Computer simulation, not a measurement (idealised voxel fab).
process module | voxel quadruple lines
cross-section cut | 185 nm wide | cells 5 nm
A cross-section is a grid of square cells, given in bands from the top down. A band is one or more rows of cells.
Each band's line starts with the height of the band's top and of its bottom, in nm. Then come its materials from left to right, each with its width in nm. One material with "throughout" fills the band from edge to edge. "air" is empty space.
Height 0 is the level under which the wafer as received is all one material. The lowest band goes on downwards, as in "0 down".
A width such as "30 to 40" changes by the same amount from each row of cells to the next, from the band's top row to its bottom row.
"no change" after a step means that no cell of the cross-section changed.
closed voids: empty space of 8 cells or more with no open way to the top, each as width x height at its distance from the left edge, in nm
after a step's settings: what the simulator itself notes on the step
overlay nm, on a step with a mask: how far to the right of its planned place the mask lay; to the left if negative
plan
1 op RECEIVE | material Si
2 op CONFORMAL_DEP | material Al2O3 | thk nm 10
3 op DIRECTIONAL_DEP | material Ru | thk nm 10
4 op DIRECTIONAL_DEP | material polySi | thk nm 20
5 op DIRECTIONAL_DEP | material aC | thk nm 20
6 op PATTERN | tone cover | mask id MANDREL | material resist | width nm 25 | pitch nm 80 | thk nm 30 | overlay nm 0
7 op DIRECTIONAL_ETCH | etch materials aC | depth nm 20
8 op STRIP | etch materials resist
9 op CONFORMAL_DEP | material SiO2 | thk nm 15
10 op DIRECTIONAL_ETCH | etch materials SiO2 | depth nm 15
11 op STRIP | etch materials aC
12 op DIRECTIONAL_ETCH | etch materials polySi | depth nm 20
13 op STRIP | etch materials SiO2
14 op CONFORMAL_DEP | material SiN | thk nm 5
15 op DIRECTIONAL_ETCH | etch materials SiN | depth nm 5
16 op STRIP | etch materials polySi
17 op DIRECTIONAL_ETCH | etch materials Ru | depth nm 10
18 op STRIP | etch materials SiN
as received, after step 1
  0 down: Si throughout
  closed voids: none
first wafer at the end, as planned
  20 to 10: air 20 | Ru 5 | air 15 | Ru 5 | air 15 | Ru 5 | air 15 | Ru 5 | air 15 | Ru 5 | air 15 | Ru 5 | air 15 | Ru 5 | air 15 | Ru 5 | air 20
  10 to 0: Al2O3 throughout
  0 down: Si throughout
  closed voids: none
second wafer at the end: like start, like plan, one mistake
  10 to 0: air 20 | Ru 5 | air 15 | Ru 5 | air 15 | Ru 5 | air 15 | Ru 5 | air 15 | Ru 5 | air 15 | Ru 5 | air 15 | Ru 5 | air 15 | Ru 5 | air 20
  0 down: Si throughout
  closed voids: none
what went wrong: step 2 was left out
at the end the second wafer has, in cells: 74 fewer of Al2O3
